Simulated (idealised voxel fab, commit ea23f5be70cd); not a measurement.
Process module, titled voxel wiring stack
For reference, the cross-section in this document is cut, with width 275 nm and square cells of 5 nm.
How to read a cross-section here: the picture is a grid of square cells, written as bands going from the top down, and any band can span one or more rows of cells. For a band, the entry starts with two heights in nm, that of the top and then that of the bottom, and carries on with the band's materials in order from left to right, each alongside its width in nm; the word "full width" beside a single material means it fills the band edge to edge, and "blank" means empty space. Measure heights from 0. That's the level where, below it, the as-received wafer is all one material. The lowest band is bottomless and extends downward; write it as in "0 and below". Note: "30->40" means the width goes from the first number (top row of the band) to the second number (bottom row) in equal steps per row of cells. The cross-section has no changed cell in any step marked "nothing was modified". Under "Sealed-off cavities" you'll find the enclosed gaps, the ones with no way out to the top, that are 8 cells or bigger; each reads width x height at distance, with distance counted from the left edge, everything in nm. It should be noted that, on the line of a given step, the content following the step's settings is a remark produced by the simulator itself with respect to that step. Regarding "overlay nm": on a step with a mask, it is the distance the mask lay to the right of its planned place; a negative value places it to the left.

Planned process steps:
| 1 | RECEIVE [material Si] |
| 2 | CONFORMAL_DEP [material SiO2] [thk nm 15] |
| 3 | CONFORMAL_DEP [material SiCN] [thk nm 5] |
| 4 | DIRECTIONAL_DEP [material SiO2] [thk nm 20] |
| 5 | DIRECTIONAL_DEP [material aC] [thk nm 15] |
| 6 | PATTERN [tone open] [mask id METAL_1] [material resist] [width nm 30] [pitch nm 45] [thk nm 30] [overlay nm 0] |
| 7 | DIRECTIONAL_ETCH [etch materials aC] [depth nm 15] |
| 8 | STRIP [etch materials resist] |
| 9 | DIRECTIONAL_ETCH [etch materials SiO2] [depth nm 20] |
| 10 | DIRECTIONAL_ETCH [etch materials SiCN] [depth nm 5] |
| 11 | STRIP [etch materials aC] |
| 12 | CONFORMAL_DEP [material TiN] [thk nm 5] |
| 13 | FILL_DEP [material Cu] [thk nm 5] |
| 14 | CMP [height nm 40] |
| 15 | CONFORMAL_DEP [material SiCN] [thk nm 5] |
| 16 | DIRECTIONAL_DEP [material lowk] [thk nm 30] |
| 17 | PATTERN [tone open] [mask id METAL_2] [material resist] [width nm 30] [pitch nm 45] [thk nm 15] [overlay nm 0] |
| 18 | DIRECTIONAL_ETCH [etch materials lowk] [depth nm 15] |
| 19 | STRIP [etch materials resist] |
| 20 | PATTERN [tone open] [mask id METAL_2_HOLES] [material resist] [width nm 15] [pitch nm 90] [thk nm 20] [overlay nm 0] |
| 21 | DIRECTIONAL_ETCH [etch materials lowk] [depth nm 15] |
| 22 | DIRECTIONAL_ETCH [etch materials SiCN] [depth nm 5] |
| 23 | STRIP [etch materials resist] |
| 24 | CONFORMAL_DEP [material TiN] [thk nm 5] |
| 25 | FILL_DEP [material Cu] [thk nm 5] |
| 26 | CMP [height nm 75] |
| 27 | CONFORMAL_DEP [material SiCN] [thk nm 5] |
| 28 | DIRECTIONAL_DEP [material lowk] [thk nm 25] |
| 29 | DIRECTIONAL_DEP [material aC] [thk nm 15] |
| 30 | PATTERN [tone open] [mask id METAL_3] [material resist] [width nm 30] [pitch nm 45] [thk nm 30] [overlay nm 0] |
| 31 | DIRECTIONAL_ETCH [etch materials aC] [depth nm 15] |
| 32 | STRIP [etch materials resist] |
| 33 | DIRECTIONAL_ETCH [etch materials lowk] [depth nm 15] |
| 34 | STRIP [etch materials aC] |
| 35 | DIRECTIONAL_DEP [material aC] [thk nm 10] |
| 36 | PATTERN [tone open] [mask id METAL_3_HOLES] [material resist] [width nm 15] [pitch nm 90] [thk nm 25] [overlay nm 0] |
| 37 | DIRECTIONAL_ETCH [etch materials aC] [depth nm 10] |
| 38 | STRIP [etch materials resist] |
| 39 | DIRECTIONAL_ETCH [etch materials lowk] [depth nm 10] |
| 40 | DIRECTIONAL_ETCH [etch materials SiCN] [depth nm 5] |
| 41 | STRIP [etch materials aC] |
| 42 | CONFORMAL_DEP [material TiN] [thk nm 5] |
| 43 | FILL_DEP [material Cu] [thk nm 5] |
| 44 | CMP [height nm 105] |
| 45 | CONFORMAL_DEP [material SiCN] [thk nm 5] |

as received, after step 1:
	0 and below = Si full width
	Sealed-off cavities: none

End-of-module cross-section of the first of two wafers, processed as planned:
	110 down to 105 = SiCN full width
	105 down to 95 = lowk: 75 / TiN: 5 / Cu: 20 / TiN: 5 / lowk: 15 / TiN: 5 / Cu: 20 / TiN: 5 / lowk: 15 / TiN: 5 / Cu: 20 / TiN: 5 / lowk: 80
	95 down to 90 = lowk: 75 / TiN: 5 / Cu: 5 / TiN: 20 / lowk: 15 / TiN: 30 / lowk: 15 / TiN: 5 / Cu: 5 / TiN: 20 / lowk: 80
	90 down to 80 = lowk: 75 / TiN: 5 / Cu: 5 / TiN: 5 / lowk: 75 / TiN: 5 / Cu: 5 / TiN: 5 / lowk: 95
	80 down to 75 = SiCN: 75 / TiN: 15 / SiCN: 75 / TiN: 15 / SiCN: 95
	75 down to 65 = lowk: 75 / TiN: 5 / Cu: 20 / TiN: 5 / lowk: 15 / TiN: 5 / Cu: 20 / TiN: 5 / lowk: 15 / TiN: 5 / Cu: 20 / TiN: 5 / lowk: 80
	65 down to 60 = lowk: 75 / TiN: 5 / Cu: 5 / TiN: 20 / lowk: 15 / TiN: 30 / lowk: 15 / TiN: 5 / Cu: 5 / TiN: 20 / lowk: 80
	60 down to 45 = lowk: 75 / TiN: 5 / Cu: 5 / TiN: 5 / lowk: 75 / TiN: 5 / Cu: 5 / TiN: 5 / lowk: 95
	45 down to 40 = SiCN: 75 / TiN: 15 / SiCN: 75 / TiN: 15 / SiCN: 95
	40 down to 20 = SiO2: 75 / TiN: 5 / Cu: 20 / TiN: 5 / SiO2: 15 / TiN: 5 / Cu: 20 / TiN: 5 / SiO2: 15 / TiN: 5 / Cu: 20 / TiN: 5 / SiO2: 80
	20 down to 15 = SiCN: 75 / TiN: 30 / SiCN: 15 / TiN: 30 / SiCN: 15 / TiN: 30 / SiCN: 80
	15 down to 0 = SiO2 full width
	0 and below = Si full width
	Sealed-off cavities: none

What the second wafer looks like in cross-section once the module is done. Its start and its plan matched the first wafer's exactly; what differed was one mistake in how it was run:
	110 down to 105 = SiCN full width
	105 down to 95 = lowk: 75 / TiN: 5 / Cu: 20 / TiN: 5 / lowk: 15 / TiN: 5 / Cu: 20 / TiN: 5 / lowk: 15 / TiN: 5 / Cu: 20 / TiN: 5 / lowk: 80
	95 down to 90 = lowk: 75 / TiN: 5 / Cu: 5 / TiN: 20 / lowk: 15 / TiN: 30 / lowk: 15 / TiN: 5 / Cu: 5 / TiN: 20 / lowk: 80
	90 down to 80 = lowk: 75 / TiN: 5 / Cu: 5 / TiN: 5 / lowk: 75 / TiN: 5 / Cu: 5 / TiN: 5 / lowk: 95
	80 down to 75 = SiCN: 75 / TiN: 15 / SiCN: 75 / TiN: 15 / SiCN: 95
	75 down to 65 = lowk: 75 / TiN: 5 / Cu: 20 / TiN: 5 / lowk: 15 / TiN: 5 / Cu: 20 / TiN: 5 / lowk: 15 / TiN: 5 / Cu: 20 / TiN: 5 / lowk: 80
	65 down to 60 = lowk: 75 / TiN: 5 / Cu: 5 / TiN: 20 / lowk: 15 / TiN: 30 / lowk: 15 / TiN: 5 / Cu: 5 / TiN: 20 / lowk: 80
	60 down to 45 = lowk: 75 / TiN: 5 / Cu: 5 / TiN: 5 / lowk: 75 / TiN: 5 / Cu: 5 / TiN: 5 / lowk: 95
	45 down to 40 = SiCN: 75 / TiN: 15 / SiCN: 75 / TiN: 15 / SiCN: 95
	40 down to 35 = TiN: 80 / Cu: 20 / TiN: 25 / Cu: 20 / TiN: 25 / Cu: 20 / TiN: 85
	35 down to 20 = SiO2: 75 / TiN: 5 / Cu: 20 / TiN: 5 / SiO2: 15 / TiN: 5 / Cu: 20 / TiN: 5 / SiO2: 15 / TiN: 5 / Cu: 20 / TiN: 5 / SiO2: 80
	20 down to 15 = SiO2: 75 / TiN: 30 / SiO2: 15 / TiN: 30 / SiO2: 15 / TiN: 30 / SiO2: 80
	15 down to 0 = SiO2 full width
	0 and below = Si full width
	Sealed-off cavities: none
Processing error: step 3 in the plan did not get run; it was skipped
End of process, cell counts, second wafer against first, materials with more or fewer: 37 fewer of SiCN, 37 more of TiN
